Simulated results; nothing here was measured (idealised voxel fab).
Title: Process Module voxel gate over fins
Displayed cross-section: cut, width of 240 nm, square cells sized 5 nm.
Cross-section layout: square cells on a grid; listed as bands, top to bottom; a band spans one or more cell rows.
Each band's line starts with the height of the band's top and of its bottom, in nm. Then come its materials from left to right, each with its width in nm. One material with "edge to edge" fills the band from edge to edge. "empty" is empty space.
Heights are reckoned from 0. Under this level, the received wafer is all of one material. The bottommost band is open-ended downward, for example "0 and below".
Width "30->40": first value at the band's top row of cells, second value at its bottom row, equal change from row to row.
What does "no change occurred" mean for a step? It means no cell of the cross-section changed in that step.
Voids not open to the top, 8 cells minimum: see "Closed void catalog". Written width x height at distance; distance is from the left edge; nm.
Anything after a step's settings on that line? It's the simulator's own note about the step.
If you see "overlay nm" on a step's line and that step has a mask, it's telling you how far right of where it was planned the mask ended up; a negative number means it went left instead.

# These are the steps we planned for the process
| 1 | RECEIVE with material Si |
| 2 | CONFORMAL_DEP with material SiN, thk nm 10 |
| 3 | MASKED_ETCH with tone cover, mask id FINS, width nm 15, pitch nm 55, etch materials SiN, depth nm 10, overlay nm 0 |
| 4 | MASKED_ETCH with tone cover, mask id FINS, width nm 15, pitch nm 55, etch materials Si, depth nm 30, overlay nm 0 |
| 5 | FILL_DEP with material SiO2, thk nm 10 |
| 6 | CMP with height nm 10 |
| 7 | PATTERN with tone open, mask id RAIL, material resist, width nm 15, thk nm 20, overlay nm 0 |
| 8 | DIRECTIONAL_ETCH with etch materials SiO2, depth nm 35 |
| 9 | STRIP with etch materials resist |
| 10 | CONFORMAL_DEP with material TiN, thk nm 5 |
| 11 | FILL_DEP with material Ru, thk nm 5 |
| 12 | CMP with height nm 10 |
| 13 | SELECTIVE_ETCH with etch materials W Ru TiN, depth nm 30 |
| 14 | FILL_DEP with material SiO2, thk nm 5 |
| 15 | CMP with height nm 10 |
| 16 | SELECTIVE_ETCH with etch materials SiO2, depth nm 20 |
| 17 | STRIP with etch materials SiN |
| 18 | CONFORMAL_DEP with material HfO2, thk nm 5 |
| 19 | CONFORMAL_DEP with material TiN, thk nm 5 |
| 20 | FILL_DEP with material W, thk nm 10 |
| 21 | CMP with height nm 15 |
| 22 | CONFORMAL_DEP with material SiCN, thk nm 10 |

# Step 1 complete: cross-section of the wafer as received
0 and below  Si edge to edge
Closed void catalog: none

# The following cross-section depicts the wafer upon conclusion of the module. Processing commenced from the starting condition illustrated above and adhered to the plan illustrated above, save for one mistake in execution
25 down to 15  SiCN edge to edge
15 down to 0  HfO2 edge to edge
0 and below  Si edge to edge
Closed void catalog: none
Here's what went sideways: rather than as planned, step 2 actually ran as CONFORMAL_DEP with material HfO2, thk nm 10
